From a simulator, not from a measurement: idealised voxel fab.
Process module heading - voxel air gaps
The figure presents cross-section cut, which has a width of 285 nm and is divided into square cells with an edge length of 5 nm.
When this document writes out a cross-section, it uses a grid of square cells and lists it as bands, beginning at the top and moving down, with a band standing for one or more rows of cells. A band entry consists of two parts. The first gives the height of the band's top and the height of its bottom, in nm. The rest lists the band's materials from left to right, each with its width in nm. A single material labelled with the word "everywhere" fills the band from edge to edge, and the word "air" marks empty space. Heights are expressed relative to 0, this being the level below which the as-received wafer comprises one material exclusively. The lowest band is unbounded in the downward direction and is denoted as in "0..down". The two numbers in a width such as "30->40" mark its ends across the band: the first belongs to the top row of cells, the second to the bottom row, and from each row to the next the width moves by the same amount. The designation "all unchanged", where it is given for a processing step, indicates that no cell of the cross-section was altered in the course of that step. This entry, "Completely sealed voids", enumerates those empty regions of no fewer than 8 cells that possess no open connection to the top. Each region is reported in the form width x height at distance, the distance being taken from the left edge, with all three quantities expressed in nm. Anything after a step's settings on that line? It's the simulator's own note about the step. Steps that use a mask can have "overlay nm" on their line. It says how far the mask sat to the right of where it was meant to be. Negative means to the left. So the way this works: pairs, before and after one process step. The after picture only goes down to the lowest band that actually changed, nothing below. Step and its settings are under each pair. And watch out, pairs might come from different runs of this module, same starting wafer though, so a pair only follows on from the one above if its "Cross-section, before" entry tells you so.

Cross-section, before:
* 0..down = Si everywhere
* Completely sealed voids: none

Resulting Structure:
* 15..0 = SiO2 everywhere
* Anything lower than 0 is untouched.
* Completely sealed voids: none
The two cross-sections above are separated by a single process step, namely CONFORMAL_DEP, material SiO2, thk nm 15

Cross-section, before: see the after view in the pair directly above.

Resulting Structure:
* 20..15 = SiN everywhere
* Anything lower than 15 is untouched.
* Completely sealed voids: none
The two cross-sections above are separated by a single process step, namely CONFORMAL_DEP, material SiN, thk nm 5

Cross-section, before: see the after view in the pair directly above.

Resulting Structure:
* 55..20 = SiO2 everywhere
* Anything lower than 20 is untouched.
* Completely sealed voids: none
The two cross-sections above are separated by a single process step, namely DIRECTIONAL_DEP, material SiO2, thk nm 35

Cross-section, before: see the after view in the pair directly above.

Resulting Structure:
* 75..55 = 80 resist / 25 air / 25 resist / 25 air / 25 resist / 25 air / 80 resist
* Anything lower than 55 is untouched.
* Completely sealed voids: none
The two cross-sections above are separated by a single process step, namely PATTERN, tone open, mask id LINES, material resist, width nm 25, pitch nm 50, thk nm 20, overlay nm 0

Cross-section, before: see the after view in the pair directly above.

Resulting Structure:
* 75..55 = 80 resist / 25 air / 25 resist / 25 air / 25 resist / 25 air / 80 resist
* 55..20 = 80 SiO2 / 25 air / 25 SiO2 / 25 air / 25 SiO2 / 25 air / 80 SiO2
* Anything lower than 20 is untouched.
* Completely sealed voids: none
The two cross-sections above are separated by a single process step, namely DIRECTIONAL_ETCH, etch materials SiO2, depth nm 35

Cross-section, before: see the after view in the pair directly above.

Resulting Structure:
* 55..20 = 80 SiO2 / 25 air / 25 SiO2 / 25 air / 25 SiO2 / 25 air / 80 SiO2
* Anything lower than 20 is untouched.
* Completely sealed voids: none
The two cross-sections above are separated by a single process step, namely STRIP, etch materials resist

Cross-section, before: see the after view in the pair directly above.

Resulting Structure:
* 60..55 = 85 TiN / 15 air / 35 TiN / 15 air / 35 TiN / 15 air / 85 TiN
* 55..25 = 80 SiO2 / 5 TiN / 15 air / 5 TiN / 25 SiO2 / 5 TiN / 15 air / 5 TiN / 25 SiO2 / 5 TiN / 15 air / 5 TiN / 80 SiO2
* 25..20 = 80 SiO2 / 25 TiN / 25 SiO2 / 25 TiN / 25 SiO2 / 25 TiN / 80 SiO2
* Anything lower than 20 is untouched.
* Completely sealed voids: none
The two cross-sections above are separated by a single process step, namely CONFORMAL_DEP, material TiN, thk nm 5

Cross-section, before: see the after view in the pair directly above.

Resulting Structure:
* 65..60 = W everywhere
* 60..55 = 85 TiN / 15 W / 35 TiN / 15 W / 35 TiN / 15 W / 85 TiN
* 55..25 = 80 SiO2 / 5 TiN / 15 W / 5 TiN / 25 SiO2 / 5 TiN / 15 W / 5 TiN / 25 SiO2 / 5 TiN / 15 W / 5 TiN / 80 SiO2
* Anything lower than 25 is untouched.
* Completely sealed voids: none
The two cross-sections above are separated by a single process step, namely FILL_DEP, material W, thk nm 5

Cross-section, before: see the after view in the pair directly above.

Resulting Structure:
* 55..25 = 80 SiO2 / 5 TiN / 15 W / 5 TiN / 25 SiO2 / 5 TiN / 15 W / 5 TiN / 25 SiO2 / 5 TiN / 15 W / 5 TiN / 80 SiO2
* Anything lower than 25 is untouched.
* Completely sealed voids: none
The two cross-sections above are separated by a single process step, namely CMP, height nm 55

Cross-section, before: see the after view in the pair directly above.

Resulting Structure:
* 65..55 = 70 air / 45 Ru / 5 air / 45 Ru / 5 air / 45 Ru / 70 air
* Anything lower than 55 is untouched.
* Completely sealed voids: none
The two cross-sections above are separated by a single process step, namely EPI, material Ru, thk nm 10

Cross-section, before: see the after view in the pair directly above.

Resulting Structure:
* 65..55 = 70 air / 45 Ru / 5 air / 45 Ru / 5 air / 45 Ru / 70 air
* 55..25 = 80 air / 5 TiN / 15 W / 5 TiN / 25 air / 5 TiN / 15 W / 5 TiN / 25 air / 5 TiN / 15 W / 5 TiN / 80 air
* 25..20 = 80 air / 25 TiN / 25 air / 25 TiN / 25 air / 25 TiN / 80 air
* Anything lower than 20 is untouched.
* Completely sealed voids: none
The two cross-sections above are separated by a single process step, namely SELECTIVE_ETCH, etch materials SiO2, depth nm 45

Cross-section, before: see the after view in the pair directly above.

Resulting Structure:
* 70..65 = 65 air / 155 SiCN / 65 air
* 65..55 = 65 air / 5 SiCN / 45 Ru / 5 SiCN / 45 Ru / 5 SiCN / 45 Ru / 5 SiCN / 65 air
* 55..50 = 65 air / 15 SiCN / 5 TiN / 15 W / 5 TiN / 25 SiCN / 5 TiN / 15 W / 5 TiN / 25 SiCN / 5 TiN / 15 W / 5 TiN / 15 SiCN / 65 air
* 50..25 = 75 air / 5 SiCN / 5 TiN / 15 W / 5 TiN / 5 SiCN / 15 air / 5 SiCN / 5 TiN / 15 W / 5 TiN / 5 SiCN / 15 air / 5 SiCN / 5 TiN / 15 W / 5 TiN / 5 SiCN / 75 air
* 25..20 = 80 SiCN / 25 TiN / 25 SiCN / 25 TiN / 25 SiCN / 25 TiN / 80 SiCN
* Anything lower than 20 is untouched.
* Completely sealed voids: 15 x 25 at 110; 15 x 25 at 160
The two cross-sections above are separated by a single process step, namely CONFORMAL_DEP, material SiCN, thk nm 5

Cross-section, before:
* 15..0 = SiO2 everywhere
* 0..down = Si everywhere
* Completely sealed voids: none

Resulting Structure:
* 50..0 = SiO2 everywhere
* Anything lower than 0 is untouched.
* Completely sealed voids: none
The two cross-sections above are separated by a single process step, namely DIRECTIONAL_DEP, material SiO2, thk nm 35

Cross-section, before: see the after view in the pair directly above.

Resulting Structure:
* 70..50 = 80 resist / 25 air / 25 resist / 25 air / 25 resist / 25 air / 80 resist
* Anything lower than 50 is untouched.
* Completely sealed voids: none
The two cross-sections above are separated by a single process step, namely PATTERN, tone open, mask id LINES, material resist, width nm 25, pitch nm 50, thk nm 20, overlay nm 0

Cross-section, before: see the after view in the pair directly above.

Resulting Structure:
* 70..50 = 80 resist / 25 air / 25 resist / 25 air / 25 resist / 25 air / 80 resist
* 50..15 = 80 SiO2 / 25 air / 25 SiO2 / 25 air / 25 SiO2 / 25 air / 80 SiO2
* Anything lower than 15 is untouched.
* Completely sealed voids: none
The two cross-sections above are separated by a single process step, namely DIRECTIONAL_ETCH, etch materials SiO2, depth nm 35

Cross-section, before: see the after view in the pair directly above.

Resulting Structure:
* 50..15 = 80 SiO2 / 25 air / 25 SiO2 / 25 air / 25 SiO2 / 25 air / 80 SiO2
* Anything lower than 15 is untouched.
* Completely sealed voids: none
The two cross-sections above are separated by a single process step, namely STRIP, etch materials resist

Cross-section, before: see the after view in the pair directly above.

Resulting Structure:
* 55..50 = 85 TiN / 15 air / 35 TiN / 15 air / 35 TiN / 15 air / 85 TiN
* 50..20 = 80 SiO2 / 5 TiN / 15 air / 5 TiN / 25 SiO2 / 5 TiN / 15 air / 5 TiN / 25 SiO2 / 5 TiN / 15 air / 5 TiN / 80 SiO2
* 20..15 = 80 SiO2 / 25 TiN / 25 SiO2 / 25 TiN / 25 SiO2 / 25 TiN / 80 SiO2
* Anything lower than 15 is untouched.
* Completely sealed voids: none
The two cross-sections above are separated by a single process step, namely CONFORMAL_DEP, material TiN, thk nm 5

Cross-section, before: see the after view in the pair directly above.

Resulting Structure:
* 60..55 = W everywhere
* 55..50 = 85 TiN / 15 W / 35 TiN / 15 W / 35 TiN / 15 W / 85 TiN
* 50..20 = 80 SiO2 / 5 TiN / 15 W / 5 TiN / 25 SiO2 / 5 TiN / 15 W / 5 TiN / 25 SiO2 / 5 TiN / 15 W / 5 TiN / 80 SiO2
* Anything lower than 20 is untouched.
* Completely sealed voids: none
The two cross-sections above are separated by a single process step, namely FILL_DEP, material W, thk nm 5

Cross-section, before: see the after view in the pair directly above.

Resulting Structure:
* 55..50 = 85 TiN / 15 W / 35 TiN / 15 W / 35 TiN / 15 W / 85 TiN
* Anything lower than 50 is untouched.
* Completely sealed voids: none
The two cross-sections above are separated by a single process step, namely CMP, height nm 55

Cross-section, before: see the after view in the pair directly above.

Resulting Structure:
* 65..55 = Ru everywhere
* Anything lower than 55 is untouched.
* Completely sealed voids: none
The two cross-sections above are separated by a single process step, namely EPI, material Ru, thk nm 10

Cross-section, before: see the after view in the pair directly above.

Resulting Structure:
* 70..65 = SiCN everywhere
* Anything lower than 65 is untouched.
* Completely sealed voids: none
The two cross-sections above are separated by a single process step, namely CONFORMAL_DEP, material SiCN, thk nm 5

Cross-section, before:
* 15..0 = SiO2 everywhere
* 0..down = Si everywhere
* Completely sealed voids: none

Resulting Structure:
* 30..0 = SiO2 everywhere
* Anything lower than 0 is untouched.
* Completely sealed voids: none
The two cross-sections above are separated by a single process step, namely CONFORMAL_DEP, material SiO2, thk nm 15

Cross-section, before: see the after view in the pair directly above.

Resulting Structure:
* 35..30 = SiN everywhere
* Anything lower than 30 is untouched.
* Completely sealed voids: none
The two cross-sections above are separated by a single process step, namely CONFORMAL_DEP, material SiN, thk nm 5

Cross-section, before: see the after view in the pair directly above.

Resulting Structure:
* 70..35 = SiO2 everywhere
* Anything lower than 35 is untouched.
* Completely sealed voids: none
The two cross-sections above are separated by a single process step, namely DIRECTIONAL_DEP, material SiO2, thk nm 35

Cross-section, before: see the after view in the pair directly above.

Resulting Structure:
* 90..70 = 80 resist / 25 air / 25 resist / 25 air / 25 resist / 25 air / 80 resist
* Anything lower than 70 is untouched.
* Completely sealed voids: none
The two cross-sections above are separated by a single process step, namely PATTERN, tone open, mask id LINES, material resist, width nm 25, pitch nm 50, thk nm 20, overlay nm 0

Cross-section, before: see the after view in the pair directly above.

Resulting Structure:
* 90..70 = 80 resist / 25 air / 25 resist / 25 air / 25 resist / 25 air / 80 resist
* 70..35 = 80 SiO2 / 25 air / 25 SiO2 / 25 air / 25 SiO2 / 25 air / 80 SiO2
* Anything lower than 35 is untouched.
* Completely sealed voids: none
The two cross-sections above are separated by a single process step, namely DIRECTIONAL_ETCH, etch materials SiO2, depth nm 35

Cross-section, before: see the after view in the pair directly above.

Resulting Structure:
* 70..35 = 80 SiO2 / 25 air / 25 SiO2 / 25 air / 25 SiO2 / 25 air / 80 SiO2
* Anything lower than 35 is untouched.
* Completely sealed voids: none
The two cross-sections above are separated by a single process step, namely STRIP, etch materials resist

Cross-section, before: see the after view in the pair directly above.

Resulting Structure:
* 75..70 = 85 TiN / 15 air / 35 TiN / 15 air / 35 TiN / 15 air / 85 TiN
* 70..40 = 80 SiO2 / 5 TiN / 15 air / 5 TiN / 25 SiO2 / 5 TiN / 15 air / 5 TiN / 25 SiO2 / 5 TiN / 15 air / 5 TiN / 80 SiO2
* 40..35 = 80 SiO2 / 25 TiN / 25 SiO2 / 25 TiN / 25 SiO2 / 25 TiN / 80 SiO2
* Anything lower than 35 is untouched.
* Completely sealed voids: none
The two cross-sections above are separated by a single process step, namely CONFORMAL_DEP, material TiN, thk nm 5

Cross-section, before: see the after view in the pair directly above.

Resulting Structure:
* 80..75 = W everywhere
* 75..70 = 85 TiN / 15 W / 35 TiN / 15 W / 35 TiN / 15 W / 85 TiN
* 70..40 = 80 SiO2 / 5 TiN / 15 W / 5 TiN / 25 SiO2 / 5 TiN / 15 W / 5 TiN / 25 SiO2 / 5 TiN / 15 W / 5 TiN / 80 SiO2
* Anything lower than 40 is untouched.
* Completely sealed voids: none
The two cross-sections above are separated by a single process step, namely FILL_DEP, material W, thk nm 5

Cross-section, before: see the after view in the pair directly above.

Resulting Structure:
* 55..40 = 80 SiO2 / 5 TiN / 15 W / 5 TiN / 25 SiO2 / 5 TiN / 15 W / 5 TiN / 25 SiO2 / 5 TiN / 15 W / 5 TiN / 80 SiO2
* Anything lower than 40 is untouched.
* Completely sealed voids: none
The two cross-sections above are separated by a single process step, namely CMP, height nm 55

Cross-section, before: see the after view in the pair directly above.

Resulting Structure:
* 65..55 = 70 air / 45 Ru / 5 air / 45 Ru / 5 air / 45 Ru / 70 air
* Anything lower than 55 is untouched.
* Completely sealed voids: none
The two cross-sections above are separated by a single process step, namely EPI, material Ru, thk nm 10

Cross-section, before: see the after view in the pair directly above.

Resulting Structure:
* 65..55 = 70 air / 45 Ru / 5 air / 45 Ru / 5 air / 45 Ru / 70 air
* 55..40 = 80 air / 5 TiN / 15 W / 5 TiN / 25 air / 5 TiN / 15 W / 5 TiN / 25 air / 5 TiN / 15 W / 5 TiN / 80 air
* 40..35 = 80 air / 25 TiN / 25 air / 25 TiN / 25 air / 25 TiN / 80 air
* Anything lower than 35 is untouched.
* Completely sealed voids: none
The two cross-sections above are separated by a single process step, namely SELECTIVE_ETCH, etch materials SiO2, depth nm 45

Cross-section, before: see the after view in the pair directly above.

Resulting Structure:
* 70..65 = 65 air / 155 SiCN / 65 air
* 65..55 = 65 air / 5 SiCN / 45 Ru / 5 SiCN / 45 Ru / 5 SiCN / 45 Ru / 5 SiCN / 65 air
* 55..50 = 65 air / 15 SiCN / 5 TiN / 15 W / 5 TiN / 25 SiCN / 5 TiN / 15 W / 5 TiN / 25 SiCN / 5 TiN / 15 W / 5 TiN / 15 SiCN / 65 air
* 50..40 = 75 air / 5 SiCN / 5 TiN / 15 W / 5 TiN / 5 SiCN / 15 air / 5 SiCN / 5 TiN / 15 W / 5 TiN / 5 SiCN / 15 air / 5 SiCN / 5 TiN / 15 W / 5 TiN / 5 SiCN / 75 air
* 40..35 = 80 SiCN / 25 TiN / 25 SiCN / 25 TiN / 25 SiCN / 25 TiN / 80 SiCN
* Anything lower than 35 is untouched.
* Completely sealed voids: none
The two cross-sections above are separated by a single process step, namely CONFORMAL_DEP, material SiCN, thk nm 5

Cross-section, before:
* 55..25 = 80 SiO2 / 5 TiN / 15 W / 5 TiN / 25 SiO2 / 5 TiN / 15 W / 5 TiN / 25 SiO2 / 5 TiN / 15 W / 5 TiN / 80 SiO2
* 25..20 = 80 SiO2 / 25 TiN / 25 SiO2 / 25 TiN / 25 SiO2 / 25 TiN / 80 SiO2
* 20..15 = SiN everywhere
* 15..0 = SiO2 everywhere
* 0..down = Si everywhere
* Completely sealed voids: none

Resulting Structure:
* 55..25 = 80 air / 5 TiN / 15 W / 5 TiN / 25 air / 5 TiN / 15 W / 5 TiN / 25 air / 5 TiN / 15 W / 5 TiN / 80 air
* 25..20 = 80 air / 25 TiN / 25 air / 25 TiN / 25 air / 25 TiN / 80 air
* Anything lower than 20 is untouched.
* Completely sealed voids: none
The two cross-sections above are separated by a single process step, namely SELECTIVE_ETCH, etch materials SiO2, depth nm 45

Cross-section, before: see the after view in the pair directly above.

Resulting Structure:
* 65..55 = 70 air / 45 Ru / 5 air / 45 Ru / 5 air / 45 Ru / 70 air
* 55..25 = 70 air / 10 Ru / 5 TiN / 15 W / 5 TiN / 10 Ru / 5 air / 10 Ru / 5 TiN / 15 W / 5 TiN / 10 Ru / 5 air / 10 Ru / 5 TiN / 15 W / 5 TiN / 10 Ru / 70 air
* 25..20 = 70 air / 10 Ru / 25 TiN / 10 Ru / 5 air / 10 Ru / 25 TiN / 10 Ru / 5 air / 10 Ru / 25 TiN / 10 Ru / 70 air
* Anything lower than 20 is untouched.
* Completely sealed voids: none
The two cross-sections above are separated by a single process step, namely EPI, material Ru, thk nm 10

Cross-section, before: see the after view in the pair directly above.

Resulting Structure:
* 70..65 = 65 air / 155 SiCN / 65 air
* 65..55 = 65 air / 5 SiCN / 45 Ru / 5 SiCN / 45 Ru / 5 SiCN / 45 Ru / 5 SiCN / 65 air
* 55..25 = 65 air / 5 SiCN / 10 Ru / 5 TiN / 15 W / 5 TiN / 10 Ru / 5 SiCN / 10 Ru / 5 TiN / 15 W / 5 TiN / 10 Ru / 5 SiCN / 10 Ru / 5 TiN / 15 W / 5 TiN / 10 Ru / 5 SiCN / 65 air
* 25..20 = 70 SiCN / 10 Ru / 25 TiN / 10 Ru / 5 SiCN / 10 Ru / 25 TiN / 10 Ru / 5 SiCN / 10 Ru / 25 TiN / 10 Ru / 70 SiCN
* Anything lower than 20 is untouched.
* Completely sealed voids: none
The two cross-sections above are separated by a single process step, namely CONFORMAL_DEP, material SiCN, thk nm 5

Cross-section, before:
* 15..0 = SiO2 everywhere
* 0..down = Si everywhere
* Completely sealed voids: none

Resulting Structure:
* 30..15 = SiN everywhere
* Anything lower than 15 is untouched.
* Completely sealed voids: none
The two cross-sections above are separated by a single process step, namely CONFORMAL_DEP, material SiN, thk nm 15

Cross-section, before: see the after view in the pair directly above.

Resulting Structure:
* 65..30 = SiO2 everywhere
* Anything lower than 30 is untouched.
* Completely sealed voids: none
The two cross-sections above are separated by a single process step, namely DIRECTIONAL_DEP, material SiO2, thk nm 35

Cross-section, before: see the after view in the pair directly above.

Resulting Structure:
* 85..65 = 80 resist / 25 air / 25 resist / 25 air / 25 resist / 25 air / 80 resist
* Anything lower than 65 is untouched.
* Completely sealed voids: none
The two cross-sections above are separated by a single process step, namely PATTERN, tone open, mask id LINES, material resist, width nm 25, pitch nm 50, thk nm 20, overlay nm 0

Cross-section, before: see the after view in the pair directly above.

Resulting Structure:
* 85..65 = 80 resist / 25 air / 25 resist / 25 air / 25 resist / 25 air / 80 resist
* 65..30 = 80 SiO2 / 25 air / 25 SiO2 / 25 air / 25 SiO2 / 25 air / 80 SiO2
* Anything lower than 30 is untouched.
* Completely sealed voids: none
The two cross-sections above are separated by a single process step, namely DIRECTIONAL_ETCH, etch materials SiO2, depth nm 35

Cross-section, before: see the after view in the pair directly above.

Resulting Structure:
* 65..30 = 80 SiO2 / 25 air / 25 SiO2 / 25 air / 25 SiO2 / 25 air / 80 SiO2
* Anything lower than 30 is untouched.
* Completely sealed voids: none
The two cross-sections above are separated by a single process step, namely STRIP, etch materials resist

Cross-section, before: see the after view in the pair directly above.

Resulting Structure:
* 70..65 = 85 TiN / 15 air / 35 TiN / 15 air / 35 TiN / 15 air / 85 TiN
* 65..35 = 80 SiO2 / 5 TiN / 15 air / 5 TiN / 25 SiO2 / 5 TiN / 15 air / 5 TiN / 25 SiO2 / 5 TiN / 15 air / 5 TiN / 80 SiO2
* 35..30 = 80 SiO2 / 25 TiN / 25 SiO2 / 25 TiN / 25 SiO2 / 25 TiN / 80 SiO2
* Anything lower than 30 is untouched.
* Completely sealed voids: none
The two cross-sections above are separated by a single process step, namely CONFORMAL_DEP, material TiN, thk nm 5

Cross-section, before: see the after view in the pair directly above.

Resulting Structure:
* 75..70 = W everywhere
* 70..65 = 85 TiN / 15 W / 35 TiN / 15 W / 35 TiN / 15 W / 85 TiN
* 65..35 = 80 SiO2 / 5 TiN / 15 W / 5 TiN / 25 SiO2 / 5 TiN / 15 W / 5 TiN / 25 SiO2 / 5 TiN / 15 W / 5 TiN / 80 SiO2
* Anything lower than 35 is untouched.
* Completely sealed voids: none
The two cross-sections above are separated by a single process step, namely FILL_DEP, material W, thk nm 5

Cross-section, before: see the after view in the pair directly above.

Resulting Structure:
* 55..35 = 80 SiO2 / 5 TiN / 15 W / 5 TiN / 25 SiO2 / 5 TiN / 15 W / 5 TiN / 25 SiO2 / 5 TiN / 15 W / 5 TiN / 80 SiO2
* Anything lower than 35 is untouched.
* Completely sealed voids: none
The two cross-sections above are separated by a single process step, namely CMP, height nm 55

Cross-section, before: see the after view in the pair directly above.

Resulting Structure:
* 65..55 = 70 air / 45 Ru / 5 air / 45 Ru / 5 air / 45 Ru / 70 air
* Anything lower than 55 is untouched.
* Completely sealed voids: none
The two cross-sections above are separated by a single process step, namely EPI, material Ru, thk nm 10

Cross-section, before: see the after view in the pair directly above.

Resulting Structure:
* 65..55 = 70 air / 45 Ru / 5 air / 45 Ru / 5 air / 45 Ru / 70 air
* 55..35 = 80 air / 5 TiN / 15 W / 5 TiN / 25 air / 5 TiN / 15 W / 5 TiN / 25 air / 5 TiN / 15 W / 5 TiN / 80 air
* 35..30 = 80 air / 25 TiN / 25 air / 25 TiN / 25 air / 25 TiN / 80 air
* Anything lower than 30 is untouched.
* Completely sealed voids: none
The two cross-sections above are separated by a single process step, namely SELECTIVE_ETCH, etch materials SiO2, depth nm 45

Cross-section, before: see the after view in the pair directly above.

Resulting Structure:
* 70..65 = 65 air / 155 SiCN / 65 air
* 65..55 = 65 air / 5 SiCN / 45 Ru / 5 SiCN / 45 Ru / 5 SiCN / 45 Ru / 5 SiCN / 65 air
* 55..50 = 65 air / 15 SiCN / 5 TiN / 15 W / 5 TiN / 25 SiCN / 5 TiN / 15 W / 5 TiN / 25 SiCN / 5 TiN / 15 W / 5 TiN / 15 SiCN / 65 air
* 50..35 = 75 air / 5 SiCN / 5 TiN / 15 W / 5 TiN / 5 SiCN / 15 air / 5 SiCN / 5 TiN / 15 W / 5 TiN / 5 SiCN / 15 air / 5 SiCN / 5 TiN / 15 W / 5 TiN / 5 SiCN / 75 air
* 35..30 = 80 SiCN / 25 TiN / 25 SiCN / 25 TiN / 25 SiCN / 25 TiN / 80 SiCN
* Anything lower than 30 is untouched.
* Completely sealed voids: 15 x 15 at 110; 15 x 15 at 160
The two cross-sections above are separated by a single process step, namely CONFORMAL_DEP, material SiCN, thk nm 5

Cross-section, before:
* 55..20 = SiO2 everywhere
* 20..15 = SiN everywhere
* 15..0 = SiO2 everywhere
* 0..down = Si everywhere
* Completely sealed voids: none

Resulting Structure:
* 75..55 = 75 resist / 35 air / 15 resist / 35 air / 15 resist / 35 air / 75 resist
* Anything lower than 55 is untouched.
* Completely sealed voids: none
The two cross-sections above are separated by a single process step, namely PATTERN, tone open, mask id LINES, material resist, width nm 35, pitch nm 50, thk nm 20, overlay nm 0

Cross-section, before: see the after view in the pair directly above.

Resulting Structure:
* 75..55 = 75 resist / 35 air / 15 resist / 35 air / 15 resist / 35 air / 75 resist
* 55..20 = 75 SiO2 / 35 air / 15 SiO2 / 35 air / 15 SiO2 / 35 air / 75 SiO2
* Anything lower than 20 is untouched.
* Completely sealed voids: none
The two cross-sections above are separated by a single process step, namely DIRECTIONAL_ETCH, etch materials SiO2, depth nm 35

Cross-section, before: see the after view in the pair directly above.

Resulting Structure:
* 55..20 = 75 SiO2 / 35 air / 15 SiO2 / 35 air / 15 SiO2 / 35 air / 75 SiO2
* Anything lower than 20 is untouched.
* Completely sealed voids: none
The two cross-sections above are separated by a single process step, namely STRIP, etch materials resist

Cross-section, before: see the after view in the pair directly above.

Resulting Structure:
* 60..55 = 80 TiN / 25 air / 25 TiN / 25 air / 25 TiN / 25 air / 80 TiN
* 55..25 = 75 SiO2 / 5 TiN / 25 air / 5 TiN / 15 SiO2 / 5 TiN / 25 air / 5 TiN / 15 SiO2 / 5 TiN / 25 air / 5 TiN / 75 SiO2
* 25..20 = 75 SiO2 / 35 TiN / 15 SiO2 / 35 TiN / 15 SiO2 / 35 TiN / 75 SiO2
* Anything lower than 20 is untouched.
* Completely sealed voids: none
The two cross-sections above are separated by a single process step, namely CONFORMAL_DEP, material TiN, thk nm 5

Cross-section, before: see the after view in the pair directly above.

Resulting Structure:
* 65..60 = W everywhere
* 60..55 = 80 TiN / 25 W / 25 TiN / 25 W / 25 TiN / 25 W / 80 TiN
* 55..25 = 75 SiO2 / 5 TiN / 25 W / 5 TiN / 15 SiO2 / 5 TiN / 25 W / 5 TiN / 15 SiO2 / 5 TiN / 25 W / 5 TiN / 75 SiO2
* Anything lower than 25 is untouched.
* Completely sealed voids: none
The two cross-sections above are separated by a single process step, namely FILL_DEP, material W, thk nm 5

Cross-section, before: see the after view in the pair directly above.

Resulting Structure:
* 55..25 = 75 SiO2 / 5 TiN / 25 W / 5 TiN / 15 SiO2 / 5 TiN / 25 W / 5 TiN / 15 SiO2 / 5 TiN / 25 W / 5 TiN / 75 SiO2
* Anything lower than 25 is untouched.
* Completely sealed voids: none
The two cross-sections above are separated by a single process step, namely CMP, height nm 55

Cross-section, before: see the after view in the pair directly above.

Resulting Structure:
* 65..55 = 65 air / 155 Ru / 65 air
* Anything lower than 55 is untouched.
* Completely sealed voids: none
The two cross-sections above are separated by a single process step, namely EPI, material Ru, thk nm 10

Cross-section, before: see the after view in the pair directly above.

Resulting Structure:
* 65..55 = 65 air / 155 Ru / 65 air
* 55..25 = 75 air / 5 TiN / 25 W / 5 TiN / 15 SiO2 / 5 TiN / 25 W / 5 TiN / 15 SiO2 / 5 TiN / 25 W / 5 TiN / 75 air
* 25..20 = 75 air / 35 TiN / 15 SiO2 / 35 TiN / 15 SiO2 / 35 TiN / 75 air
* Anything lower than 20 is untouched.
* Completely sealed voids: none
The two cross-sections above are separated by a single process step, namely SELECTIVE_ETCH, etch materials SiO2, depth nm 45

Cross-section, before: see the after view in the pair directly above.

Resulting Structure:
* 70..65 = 60 air / 165 SiCN / 60 air
* 65..55 = 60 air / 5 SiCN / 155 Ru / 5 SiCN / 60 air
* 55..50 = 60 air / 15 SiCN / 5 TiN / 25 W / 5 TiN / 15 SiO2 / 5 TiN / 25 W / 5 TiN / 15 SiO2 / 5 TiN / 25 W / 5 TiN / 15 SiCN / 60 air
* 50..25 = 70 air / 5 SiCN / 5 TiN / 25 W / 5 TiN / 15 SiO2 / 5 TiN / 25 W / 5 TiN / 15 SiO2 / 5 TiN / 25 W / 5 TiN / 5 SiCN / 70 air
* 25..20 = 75 SiCN / 35 TiN / 15 SiO2 / 35 TiN / 15 SiO2 / 35 TiN / 75 SiCN
* Anything lower than 20 is untouched.
* Completely sealed voids: none
The two cross-sections above are separated by a single process step, namely CONFORMAL_DEP, material SiCN, thk nm 5

Cross-section, before:
* 55..20 = SiO2 everywhere
* 20..15 = SiN everywhere
* 15..0 = SiO2 everywhere
* 0..down = Si everywhere
* Completely sealed voids: none

Resulting Structure:
* 75..55 = 85 resist / 25 air / 25 resist / 25 air / 25 resist / 25 air / 75 resist
* Anything lower than 55 is untouched.
* Completely sealed voids: none
The two cross-sections above are separated by a single process step, namely PATTERN, tone open, mask id LINES, material resist, width nm 25, pitch nm 50, thk nm 20, overlay nm 5

Cross-section, before: see the after view in the pair directly above.

Resulting Structure:
* 75..55 = 85 resist / 25 air / 25 resist / 25 air / 25 resist / 25 air / 75 resist
* 55..20 = 85 SiO2 / 25 air / 25 SiO2 / 25 air / 25 SiO2 / 25 air / 75 SiO2
* Anything lower than 20 is untouched.
* Completely sealed voids: none
The two cross-sections above are separated by a single process step, namely DIRECTIONAL_ETCH, etch materials SiO2, depth nm 35

Cross-section, before: see the after view in the pair directly above.

Resulting Structure:
* 55..20 = 85 SiO2 / 25 air / 25 SiO2 / 25 air / 25 SiO2 / 25 air / 75 SiO2
* Anything lower than 20 is untouched.
* Completely sealed voids: none
The two cross-sections above are separated by a single process step, namely STRIP, etch materials resist

Cross-section, before: see the after view in the pair directly above.

Resulting Structure:
* 60..55 = 90 TiN / 15 air / 35 TiN / 15 air / 35 TiN / 15 air / 80 TiN
* 55..25 = 85 SiO2 / 5 TiN / 15 air / 5 TiN / 25 SiO2 / 5 TiN / 15 air / 5 TiN / 25 SiO2 / 5 TiN / 15 air / 5 TiN / 75 SiO2
* 25..20 = 85 SiO2 / 25 TiN / 25 SiO2 / 25 TiN / 25 SiO2 / 25 TiN / 75 SiO2
* Anything lower than 20 is untouched.
* Completely sealed voids: none
The two cross-sections above are separated by a single process step, namely CONFORMAL_DEP, material TiN, thk nm 5

Cross-section, before: see the after view in the pair directly above.

Resulting Structure:
* 65..60 = W everywhere
* 60..55 = 90 TiN / 15 W / 35 TiN / 15 W / 35 TiN / 15 W / 80 TiN
* 55..25 = 85 SiO2 / 5 TiN / 15 W / 5 TiN / 25 SiO2 / 5 TiN / 15 W / 5 TiN / 25 SiO2 / 5 TiN / 15 W / 5 TiN / 75 SiO2
* Anything lower than 25 is untouched.
* Completely sealed voids: none
The two cross-sections above are separated by a single process step, namely FILL_DEP, material W, thk nm 5

Cross-section, before: see the after view in the pair directly above.

Resulting Structure:
* 55..25 = 85 SiO2 / 5 TiN / 15 W / 5 TiN / 25 SiO2 / 5 TiN / 15 W / 5 TiN / 25 SiO2 / 5 TiN / 15 W / 5 TiN / 75 SiO2
* Anything lower than 25 is untouched.
* Completely sealed voids: none
The two cross-sections above are separated by a single process step, namely CMP, height nm 55

Cross-section, before: see the after view in the pair directly above.

Resulting Structure:
* 65..55 = 75 air / 45 Ru / 5 air / 45 Ru / 5 air / 45 Ru / 65 air
* Anything lower than 55 is untouched.
* Completely sealed voids: none
The two cross-sections above are separated by a single process step, namely EPI, material Ru, thk nm 10

Cross-section, before: see the after view in the pair directly above.

Resulting Structure:
* 65..55 = 75 air / 45 Ru / 5 air / 45 Ru / 5 air / 45 Ru / 65 air
* 55..25 = 85 air / 5 TiN / 15 W / 5 TiN / 25 air / 5 TiN / 15 W / 5 TiN / 25 air / 5 TiN / 15 W / 5 TiN / 75 air
* 25..20 = 85 air / 25 TiN / 25 air / 25 TiN / 25 air / 25 TiN / 75 air
* Anything lower than 20 is untouched.
* Completely sealed voids: none
The two cross-sections above are separated by a single process step, namely SELECTIVE_ETCH, etch materials SiO2, depth nm 45
